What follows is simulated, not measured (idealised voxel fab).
process module | voxel lift off
cross-section cut | 195 nm wide | cells 5 nm
A cross-section is a grid of square cells, given in bands from the top down. A band is one or more rows of cells.
Each band's line starts with the height of the band's top and of its bottom, in nm. Then come its materials from left to right, each with its width in nm. One material with "throughout" fills the band from edge to edge. "air" is empty space.
Height 0 is the level under which the wafer as received is all one material. The lowest band goes on downwards, as in "0 down".
A width such as "30 to 40" changes by the same amount from each row of cells to the next, from the band's top row to its bottom row.
"no change" after a step means that no cell of the cross-section changed.
closed voids: empty space of 8 cells or more with no open way to the top, each as width x height at its distance from the left edge, in nm
after a step's settings: what the simulator itself notes on the step
overlay nm, on a step with a mask: how far to the right of its planned place the mask lay; to the left if negative
plan
1 op RECEIVE | material Si
2 op CONFORMAL_DEP | material SiN | thk nm 10
3 op PATTERN | tone open | mask id LINES | material resist | width nm 15 | pitch nm 45 | thk nm 20 | overlay nm 0
4 op DIRECTIONAL_DEP | material Ru | thk nm 5
5 op STRIP | etch materials resist
6 op CONFORMAL_DEP | material SiCN | thk nm 5
varied across the wafers: thk nm of step 6. The plan shows the first wafer's value. All wafers start alike
first wafer as received, after step 1
  0 down: Si throughout
  closed voids: none
first wafer at the end, after step 6
  20 to 15: air 15 | SiCN 25 | air 20 | SiCN 25 | air 20 | SiCN 25 | air 20 | SiCN 25 | air 20
  15 to 10: SiCN 20 | Ru 15 | SiCN 30 | Ru 15 | SiCN 30 | Ru 15 | SiCN 30 | Ru 15 | SiCN 25
  10 to 0: SiN throughout
  0 down: Si throughout
  closed voids: none
last wafer at the end
  35 to 30: SiCN 190 | air 5
  30 to 15: SiCN throughout
  15 to 10: SiCN 20 | Ru 15 | SiCN 30 | Ru 15 | SiCN 30 | Ru 15 | SiCN 30 | Ru 15 | SiCN 25
  10 to 0: SiN throughout
  0 down: Si throughout
  closed voids: none
each wafer at the end: cells of each material gained (+) or lost (-) since it was received, then its closed voids
thk nm 5 | +12 Ru | +47 SiCN | +78 SiN | closed voids: none
thk nm 10 | +12 Ru | +94 SiCN | +78 SiN | closed voids: none
thk nm 15 | +12 Ru | +141 SiCN | +78 SiN | closed voids: none
thk nm 20 | +12 Ru | +182 SiCN | +78 SiN | closed voids: none
